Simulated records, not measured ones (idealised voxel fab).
process module | voxel released beams
cross-section cut | 265 nm wide | cells 5 nm
A cross-section is a grid of square cells, given in bands from the top down. A band is one or more rows of cells.
Each band's line starts with the height of the band's top and of its bottom, in nm. Then come its materials from left to right, each with its width in nm. One material with "throughout" fills the band from edge to edge. "air" is empty space.
Height 0 is the level under which the wafer as received is all one material. The lowest band goes on downwards, as in "0 down".
A width such as "30 to 40" changes by the same amount from each row of cells to the next, from the band's top row to its bottom row.
"no change" after a step means that no cell of the cross-section changed.
closed voids: empty space of 8 cells or more with no open way to the top, each as width x height at its distance from the left edge, in nm
after a step's settings: what the simulator itself notes on the step
overlay nm, on a step with a mask: how far to the right of its planned place the mask lay; to the left if negative
plan
1 op RECEIVE | material Si
2 op CONFORMAL_DEP | material SiN | thk nm 5
3 op DIRECTIONAL_DEP | material SiO2 | thk nm 20
4 op DIRECTIONAL_DEP | material aC | thk nm 15
5 op PATTERN | tone open | mask id ANCHOR | material resist | width nm 45 | thk nm 35 | overlay nm 0
6 op DIRECTIONAL_ETCH | etch materials aC | depth nm 15
7 op STRIP | etch materials resist
8 op DIRECTIONAL_ETCH | etch materials SiO2 | depth nm 20
9 op STRIP | etch materials aC
10 op CONFORMAL_DEP | material W | thk nm 15
11 op DIRECTIONAL_DEP | material aC | thk nm 10
12 op PATTERN | tone cover | mask id BEAM | material resist | width nm 95 | thk nm 30 | overlay nm 0
13 op DIRECTIONAL_ETCH | etch materials aC | depth nm 10
14 op STRIP | etch materials resist
15 op DIRECTIONAL_ETCH | etch materials W | depth nm 15
16 op STRIP | etch materials aC
17 op STRIP | etch materials SiO2
as received, after step 1
  0 down: Si throughout
  closed voids: none
a wafer at the end: this start, this plan, one mistake
  40 to 25: air 80 | W 95 | air 90
  25 to 0: SiN throughout
  0 down: Si throughout
  closed voids: none
what went wrong: step 3 ran as: op DIRECTIONAL_DEP | material SiN | thk nm 20
